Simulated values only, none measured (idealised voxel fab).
Process module in this document: voxel self aligned vias
The figure presents cross-section cut, which has a width of 220 nm and is divided into square cells with an edge length of 5 nm.
Think of the cross-section as a grid of square cells. We describe it in bands, top to bottom, and each band covers one or more rows of those cells. Band: top height; bottom height; in nm. Then, left to right: material with width in nm, for each material. "edge to edge": a single material spanning edge to edge. "empty": empty space. The level at which height equals 0 is the one under which the wafer, as it arrives, is entirely one material. No lower edge exists for the bottom band, which continues downward and is notated as in "from 0 down". A two-number width, for instance "30->40", indicates that the width is equal to the first number in the top row of the band and to the second number in the bottom row, and that it changes by a constant amount per row of cells. Step note "no modifications" = no cross-section cell changed. Heads up: "Closed voids list" only lists the empty pockets with no open path to the top that are 8 cells or more, and it writes them as width x height at distance, distance from the left edge, in nm. Post-settings text on a step line: simulator's own remark regarding the step. overlay nm, on a step with a mask: how far to the right of its planned place the mask lay; to the left if negative.
-- Below is the list of planned process steps
1,RECEIVE with material Si
2,CONFORMAL_DEP with material SiO2, thk nm 15
3,CONFORMAL_DEP with material SiCN, thk nm 5
4,DIRECTIONAL_DEP with material SiO2, thk nm 30
5,PATTERN with tone open, mask id LINES, material resist, width nm 20, pitch nm 50, thk nm 15, overlay nm 0
6,DIRECTIONAL_ETCH with etch materials SiO2, depth nm 30
7,STRIP with etch materials resist
8,CONFORMAL_DEP with material TiN, thk nm 5
9,FILL_DEP with material Ru, thk nm 5
10,CMP with height nm 50
11,SELECTIVE_ETCH with etch materials W Ru TiN, depth nm 10
12,FILL_DEP with material SiN, thk nm 10
13,CMP with height nm 50
14,DIRECTIONAL_DEP with material SiO2, thk nm 20
15,DIRECTIONAL_DEP with material aC, thk nm 10
16,PATTERN with tone open, mask id VIAS, material resist, width nm 30, thk nm 30, overlay nm 0
17,DIRECTIONAL_ETCH with etch materials aC, depth nm 10
18,STRIP with etch materials resist
19,DIRECTIONAL_ETCH with etch materials SiO2, depth nm 20
20,DIRECTIONAL_ETCH with etch materials SiN, depth nm 10
21,STRIP with etch materials aC
22,CONFORMAL_DEP with material TiN, thk nm 5
23,FILL_DEP with material Ru, thk nm 5
24,CMP with height nm 70
25,CONFORMAL_DEP with material SiCN, thk nm 5
-- Cross-section of the wafer at receipt, which is the condition after step 1
- from 0 down = Si edge to edge
- Closed voids list: none
-- Looking at the first of two wafers in cross-section at end of module - ran to plan
- from 75 to 70 = SiCN edge to edge
- from 70 to 55 = 70 SiO2; 5 TiN; 20 Ru; 5 TiN; 120 SiO2
- from 55 to 50 = 70 SiO2; 10 TiN; 10 Ru; 10 TiN; 120 SiO2
- from 50 to 45 = 75 SiO2; 5 TiN; 10 Ru; 5 TiN; 30 SiO2; 20 SiN; 75 SiO2
- from 45 to 40 = 75 SiO2; 20 TiN; 30 SiO2; 20 SiN; 75 SiO2
- from 40 to 25 = 75 SiO2; 5 TiN; 10 Ru; 5 TiN; 30 SiO2; 5 TiN; 10 Ru; 5 TiN; 75 SiO2
- from 25 to 20 = 75 SiO2; 20 TiN; 30 SiO2; 20 TiN; 75 SiO2
- from 20 to 15 = SiCN edge to edge
- from 15 to 0 = SiO2 edge to edge
- from 0 down = Si edge to edge
- Closed voids list: none
-- Presented here is a cross-section of the second of the two wafers as it stood at the end of the module. It was started in the same manner and assigned the same plan as the first wafer; however, one mistake was made in its execution
- from 75 to 70 = SiCN edge to edge
- from 70 to 55 = 70 SiO2; 5 TiN; 20 Ru; 5 TiN; 120 SiO2
- from 55 to 50 = 70 SiO2; 30 TiN; 120 SiO2
- from 50 to 40 = 75 SiO2; 20 TiN; 30 SiO2; 5 TiN; 10 SiN; 5 TiN; 75 SiO2
- from 40 to 25 = 75 SiO2; 5 TiN; 10 Ru; 5 TiN; 30 SiO2; 5 TiN; 10 Ru; 5 TiN; 75 SiO2
- from 25 to 20 = 75 SiO2; 20 TiN; 30 SiO2; 20 TiN; 75 SiO2
- from 20 to 15 = SiCN edge to edge
- from 15 to 0 = SiO2 edge to edge
- from 0 down = Si edge to edge
- Closed voids list: none
Want to know what went wrong? rather than as planned, step 11 actually ran as SELECTIVE_ETCH with etch materials Ru, depth nm 10
Final comparison by cell count, materials where the second wafer has more or fewer than the first: Ru: 4 fewer | SiN: 4 fewer | TiN: 8 more
